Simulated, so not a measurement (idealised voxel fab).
The process module that follows is named voxel tone inversion.
Displayed cross-section: cut, width of 300 nm, square cells sized 5 nm.
A cross-section is a grid of square cells, given in bands from the top down. A band is one or more rows of cells. Heights first: top, then bottom, in nm. Then materials, left to right, each with a width in nm. "full width" on a single material: fills the band edge to edge. "blank": empty space. The reference from which all heights are counted is 0, the level beneath which the as-received wafer is entirely one material; the lowest band, having no lower bound, proceeds downward and is written after the example "0 -> down". Quick explanation for "30->40": the width changes in equal steps down the rows of cells, from the first number in the band's top row to the second number in its bottom row. Given "no alterations made" for a step, no cell of the cross-section differs between before and after that step. "Sealed-off cavities" - sealed voids, min. 8 cells, no opening to top; format: width x height at distance (distance from left edge; nm throughout). The remark found on a step's line after its settings is issued by the simulator itself and pertains to that step. On any step carrying a mask, the "overlay nm" setting, if present on the step's line, tells how far right of its planned place the mask lay; negative values point to the left.
# Steps in the process plan
| 1 | RECEIVE, material Si |
| 2 | CONFORMAL_DEP, material SiN, thk nm 5 |
| 3 | DIRECTIONAL_DEP, material polySi, thk nm 15 |
| 4 | PATTERN, tone cover, mask id POSTS, material resist, width nm 15, pitch nm 40, thk nm 20, overlay nm 0 |
| 5 | DIRECTIONAL_ETCH, etch materials polySi, depth nm 15 |
| 6 | STRIP, etch materials resist |
| 7 | FILL_DEP, material SiO2, thk nm 10 |
| 8 | CMP, height nm 20 |
| 9 | STRIP, etch materials polySi |
| 10 | CONFORMAL_DEP, material TiN, thk nm 5 |
| 11 | FILL_DEP, material Ru, thk nm 10 |
| 12 | CMP, height nm 20 |
| 13 | CONFORMAL_DEP, material SiN, thk nm 5 |
The wafers are alike at the start. At step 4, their width nm differs. The plan lists the first wafer's value.
# As received, i.e. after step 1: cross-section through the first of several wafers
* 0 -> down  Si full width
* Sealed-off cavities: none
# After the module's final step, step 13: the first of several wafers in cross-section
* 25 -> 20  SiN full width
* 20 -> 10  SiO2 100 nm | TiN 5 nm | Ru 5 nm | TiN 5 nm | SiO2 25 nm | TiN 5 nm | Ru 5 nm | TiN 5 nm | SiO2 25 nm | TiN 5 nm | Ru 5 nm | TiN 5 nm | SiO2 105 nm
* 10 -> 5  SiO2 100 nm | TiN 15 nm | SiO2 25 nm | TiN 15 nm | SiO2 25 nm | TiN 15 nm | SiO2 105 nm
* 5 -> 0  SiN full width
* 0 -> down  Si full width
* Sealed-off cavities: none
# last wafer at the end
* 25 -> 20  SiN full width
* 20 -> 10  SiO2 95 nm | TiN 5 nm | Ru 15 nm | TiN 5 nm | SiO2 15 nm | TiN 5 nm | Ru 15 nm | TiN 5 nm | SiO2 15 nm | TiN 5 nm | Ru 15 nm | TiN 5 nm | SiO2 100 nm
* 10 -> 5  SiO2 95 nm | TiN 25 nm | SiO2 15 nm | TiN 25 nm | SiO2 15 nm | TiN 25 nm | SiO2 100 nm
* 5 -> 0  SiN full width
* 0 -> down  Si full width
* Sealed-off cavities: none
# Here is how to read the rows: every wafer has a row, and it shows the wafer at the end of the module, giving for each material how many cells were gained (+) or lost (-) since the wafer was received, then listing its closed voids
width nm 15, +6 Ru, +120 SiN, +153 SiO2, +21 TiN, Sealed-off cavities: none
width nm 20, +12 Ru, +120 SiN, +144 SiO2, +24 TiN, Sealed-off cavities: none
width nm 25, +18 Ru, +120 SiN, +135 SiO2, +27 TiN, Sealed-off cavities: none
